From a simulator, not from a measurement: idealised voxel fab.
Process module name: voxel wiring stack
For reference, the cross-section in this document is cut, with width 300 nm and square cells of 5 nm.
Notation: cross-section as square-cell grid; stated in bands, top first, going down; one or more cell rows per band. The band entry comprises the height of the band's top followed by the height of its bottom, expressed in nm, and subsequently the band's materials from left to right, each stated together with its width in nm. Where a single material is marked with the word "throughout", that material fills the band from edge to edge. The word "blank" represents empty space. Height datum 0, below which the as-received substrate wafer is one material. Lowest band open at the bottom, running downward: "z 0 and below". It should be noted that a width expressed as "30 to 40" varies in equal increments from row to row of cells within the band, taking the value of the first number at the top row and that of the second number at the bottom row. Any step labelled "nothing got changed" changed none of the cells in the cross-section. The label "Catalogued sealed voids" introduces a list of the empty spaces, 8 cells or larger, that have no open way up to the top; each entry in it reads width x height at distance, where the distance is taken from the left edge and all three are stated in nm. If you see something after the settings on a step's line, that's the simulator's own remark about that step. "overlay nm" on a masked step: distance the mask lay right of its planned place, negative for left.

These are the steps we planned for the process:
1) RECEIVE | material Si
2) CONFORMAL_DEP | material SiO2 | thk nm 15
3) DIRECTIONAL_DEP | material TiN | thk nm 5
4) DIRECTIONAL_DEP | material W | thk nm 25
5) DIRECTIONAL_DEP | material aC | thk nm 15
6) PATTERN | tone cover | mask id METAL_1 | material resist | width nm 30 | pitch nm 50 | thk nm 35 | overlay nm 0
7) DIRECTIONAL_ETCH | etch materials aC | depth nm 15
8) STRIP | etch materials resist
9) DIRECTIONAL_ETCH | etch materials W | depth nm 25
10) DIRECTIONAL_ETCH | etch materials TiN | depth nm 5
11) STRIP | etch materials aC
12) CONFORMAL_DEP | material SiCN | thk nm 5
13) FILL_DEP | material lowk | thk nm 10
14) CMP | height nm 45
15) CONFORMAL_DEP | material SiCN | thk nm 5
16) DIRECTIONAL_DEP | material SiO2 | thk nm 15
17) DIRECTIONAL_DEP | material aC | thk nm 10
18) PATTERN | tone open | mask id PLUG_1 | material resist | width nm 15 | pitch nm 50 | thk nm 30 | overlay nm 0
19) DIRECTIONAL_ETCH | etch materials aC | depth nm 10
20) STRIP | etch materials resist
21) DIRECTIONAL_ETCH | etch materials SiO2 | depth nm 15
22) DIRECTIONAL_ETCH | etch materials SiCN | depth nm 5
23) STRIP | etch materials aC
24) EPI | material Ru | thk nm 10
25) EPI | material Ru | thk nm 10
26) DIRECTIONAL_DEP | material TiN | thk nm 5
27) DIRECTIONAL_DEP | material Ru | thk nm 15
28) PATTERN | tone cover | mask id METAL_2 | material resist | width nm 30 | pitch nm 50 | thk nm 15 | overlay nm 0
29) DIRECTIONAL_ETCH | etch materials Ru | depth nm 15
30) DIRECTIONAL_ETCH | etch materials TiN | depth nm 5
31) STRIP | etch materials resist
32) CONFORMAL_DEP | material SiN | thk nm 5
33) FILL_DEP | material lowk | thk nm 10
34) CMP | height nm 85
35) CONFORMAL_DEP | material SiN | thk nm 5

This is the cross-section of the wafer as we received it, i.e. after step 1:
- z 0 and below | Si throughout
- Catalogued sealed voids: none

Module complete - cross-section of the first of two wafers, run according to plan:
- z 90 to 85 | SiN throughout
- z 85 to 70 | lowk 80, then SiN 5, then Ru 30, then SiN 5, then lowk 10, then SiN 5, then Ru 30, then SiN 5, then lowk 10, then SiN 5, then Ru 30, then SiN 5, then lowk 80
- z 70 to 65 | SiN 85, then TiN 30, then SiN 20, then TiN 30, then SiN 20, then TiN 30, then SiN 85
- z 65 to 50 | SiO2 85, then Ru 15, then SiO2 35, then Ru 15, then SiO2 35, then Ru 15, then SiO2 100
- z 50 to 45 | SiCN 85, then Ru 15, then SiCN 35, then Ru 15, then SiCN 35, then Ru 15, then SiCN 100
- z 45 to 20 | lowk 80, then SiCN 5, then W 30, then SiCN 5, then lowk 10, then SiCN 5, then W 30, then SiCN 5, then lowk 10, then SiCN 5, then W 30, then SiCN 5, then lowk 80
- z 20 to 15 | SiCN 85, then TiN 30, then SiCN 20, then TiN 30, then SiCN 20, then TiN 30, then SiCN 85
- z 15 to 0 | SiO2 throughout
- z 0 and below | Si throughout
- Catalogued sealed voids: none

Wafer two, sectioned after the module: the first wafer's start, the first wafer's plan, and one mistake in how it was run:
- z 90 to 85 | SiN throughout
- z 85 to 70 | lowk 80, then SiN 5, then Ru 30, then SiN 5, then lowk 10, then SiN 5, then Ru 30, then SiN 5, then lowk 10, then SiN 5, then Ru 30, then SiN 5, then lowk 80
- z 70 to 65 | SiN 85, then TiN 30, then SiN 20, then TiN 30, then SiN 20, then TiN 30, then SiN 85
- z 65 to 50 | SiO2 85, then Ru 20, then SiO2 30, then Ru 20, then SiO2 30, then Ru 20, then SiO2 95
- z 50 to 45 | SiCN 85, then Ru 20, then SiCN 30, then Ru 20, then SiCN 30, then Ru 20, then SiCN 95
- z 45 to 20 | lowk 80, then SiCN 5, then W 30, then SiCN 5, then lowk 10, then SiCN 5, then W 30, then SiCN 5, then lowk 10, then SiCN 5, then W 30, then SiCN 5, then lowk 80
- z 20 to 15 | SiCN 85, then TiN 30, then SiCN 20, then TiN 30, then SiCN 20, then TiN 30, then SiCN 85
- z 15 to 0 | SiO2 throughout
- z 0 and below | Si throughout
- Catalogued sealed voids: none
Plan not followed: heads up, step 18 didn't go per plan, it actually ran as PATTERN | tone open | mask id PLUG_1 | material resist | width nm 20 | pitch nm 50 | thk nm 30 | overlay nm 0
Cell-count delta at end, second wafer over first, by material: +12 Ru; -3 SiCN; -9 SiO2
